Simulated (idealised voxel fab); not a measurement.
The process module presented herein is designated voxel quadruple lines.
Displayed cross-section: cut, width of 285 nm, square cells sized 5 nm.
How to read a cross-section here: the picture is a grid of square cells, written as bands going from the top down, and any band can span one or more rows of cells. It is stipulated that each band's entry specify, in nanometres, the height of the top of the band and then that of its bottom, followed by the materials of the band in left-to-right sequence, each together with its width in nanometres. A single material marked by the word "all across" is understood to fill the band from edge to edge; the word "air" is understood to denote empty space. We count height from 0. Below that, the starting wafer is all one material. The lowest band never ends at the bottom but goes on down; see "0 and below" for how that is written. Width "30..40": first value at the band's top row of cells, second value at its bottom row, equal change from row to row. "identical to before", as given for a step, is the statement that not any cell of the cross-section underwent a change during that step. Any empty space of 8 cells or more lacking an open way to the top shows up in "Voids, sealed" as width x height at distance, distance from the left edge, in nm. Where a step's line continues beyond its settings, the continuation is a remark by the simulator itself on that step. "overlay nm", when on a step's line for a step with a mask, measures how far to the right of its planned place the mask lay; a negative measure means to the left.

### Set out below are the planned steps of the process
1. RECEIVE [material Si]
2. CONFORMAL_DEP [material SiO2] [thk nm 10]
3. DIRECTIONAL_DEP [material W] [thk nm 10]
4. DIRECTIONAL_DEP [material polySi] [thk nm 20]
5. DIRECTIONAL_DEP [material aC] [thk nm 20]
6. PATTERN [tone cover] [mask id MANDREL] [material resist] [width nm 30] [pitch nm 80] [thk nm 25] [overlay nm -15]
7. DIRECTIONAL_ETCH [etch materials aC] [depth nm 20]
8. STRIP [etch materials resist]
9. CONFORMAL_DEP [material SiO2] [thk nm 10]
10. DIRECTIONAL_ETCH [etch materials SiO2] [depth nm 10]
11. STRIP [etch materials aC]
12. DIRECTIONAL_ETCH [etch materials polySi] [depth nm 20]
13. STRIP [etch materials SiO2]
14. CONFORMAL_DEP [material SiCN] [thk nm 10]
15. DIRECTIONAL_ETCH [etch materials SiCN] [depth nm 10]
16. STRIP [etch materials polySi]
17. DIRECTIONAL_ETCH [etch materials W] [depth nm 10]
18. STRIP [etch materials SiCN]
Where the wafers of this document differ is in the overlay nm of step 6; they start out the same, and the plan states the value that applied to the first wafer.

### Step 1 complete: as-received cross-section of the first of several wafers
- 0 and below = Si all across
- Voids, sealed: none

### Cross-section after step 18, the final step of the module, for the first of several wafers
- 20 down to 10 = air (50), then W (10), then air (10), then W (10), then air (10), then W (10), then air (10), then W (10), then air (10), then W (10), then air (10), then W (10), then air (10), then W (10), then air (10), then W (10), then air (85)
- 10 down to 0 = SiO2 all across
- 0 and below = Si all across
- Voids, sealed: none

### Cross-section at module completion, last wafer
- 20 down to 10 = air (80), then W (10), then air (10), then W (10), then air (10), then W (10), then air (10), then W (10), then air (10), then W (10), then air (10), then W (10), then air (10), then W (10), then air (10), then W (10), then air (55)
- 10 down to 0 = SiO2 all across
- 0 and below = Si all across
- Voids, sealed: none

### Each row below is a wafer at the end of the module, listing for every material the number of cells it has gained (+) or lost (-) since it was received, followed by its closed voids
overlay nm -15 | +114 SiO2 | +32 W | Voids, sealed: none
overlay nm -10 | +114 SiO2 | +32 W | Voids, sealed: none
overlay nm -5 | +114 SiO2 | +32 W | Voids, sealed: none
overlay nm 0 | +114 SiO2 | +32 W | Voids, sealed: none
overlay nm 5 | +114 SiO2 | +32 W | Voids, sealed: none
overlay nm 10 | +114 SiO2 | +32 W | Voids, sealed: none
overlay nm 15 | +114 SiO2 | +32 W | Voids, sealed: none
